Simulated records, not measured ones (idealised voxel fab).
The following process module bears the name voxel local oxidation.
Shown is cross-section cut, with a width of 140 nm and square cells of size 5 nm.
Each cross-section below is a grid of square cells, stated as bands in top-down order, with one or more rows of cells making up each band. This entry defines a band. It first specifies the height of the band's top and the height of its bottom in nm, and then specifies the band's materials from left to right, stating each material with its width in nm. The word "all across" identifies a single material that fills the band from edge to edge, while the word "air" identifies empty space. Heads up on the height convention: 0 is the point under which the incoming wafer is all one material, and the lowest band has no bottom, it just keeps going down, like "0 -> down". Width spec "30..40" -> top row of cells at first value, bottom row at second value, equal per-row change in between. Take "nothing got changed" at face value: in the step it is given for, the cross-section changed in none of its cells. Reported under the label "Sealed-off cavities" are the empty spaces having no open way to the top and comprising 8 cells or more; the notation for each is width x height at distance, in which the distance is measured from the left edge and all three values are in nm. On each step's line, the part that comes after the settings is the simulator's own comment on the step. "overlay nm", when on a step's line for a step with a mask, measures how far to the right of its planned place the mask lay; a negative measure means to the left.

## Planned process steps
1,RECEIVE,material Si
2,OXIDIZE,depth nm 5
3,CONFORMAL_DEP,material SiN,thk nm 10
4,PATTERN,tone cover,mask id ACTIVE,material resist,width nm 95,thk nm 15,overlay nm 0
5,DIRECTIONAL_ETCH,etch materials SiN,depth nm 10
6,STRIP,etch materials resist
7,SELECTIVE_ETCH,etch materials SiO2,depth nm 5
8,OXIDIZE,depth nm 10
9,STRIP,etch materials SiN

## Wafer as received: cross-section following step 1
0 -> down  Si all across
Sealed-off cavities: none

## First of two wafers: cross-section at end of module, run per plan
0 -> -5  air 25, SiO2 85, air 30
-5 -> -15  SiO2 35, Si 65, SiO2 40
-15 -> down  Si all across
Sealed-off cavities: none

## Wafer two (of two), end-of-module cross-section: start = wafer one, plan = wafer one, one run mistake
0 -> -5  SiO2 15, air 105, SiO2 20
-5 -> -15  Si 5, SiO2 125, Si 10
-15 -> down  Si all across
Sealed-off cavities: none
Against the plan, the run slipped here: step 4 deviated from plan and actually ran as PATTERN,tone open,mask id ACTIVE,material resist,width nm 95,thk nm 15,overlay nm 0
At the finish, the second wafer shows more or fewer cells for some materials than the first does: 20 fewer of Si; 10 more of SiO2
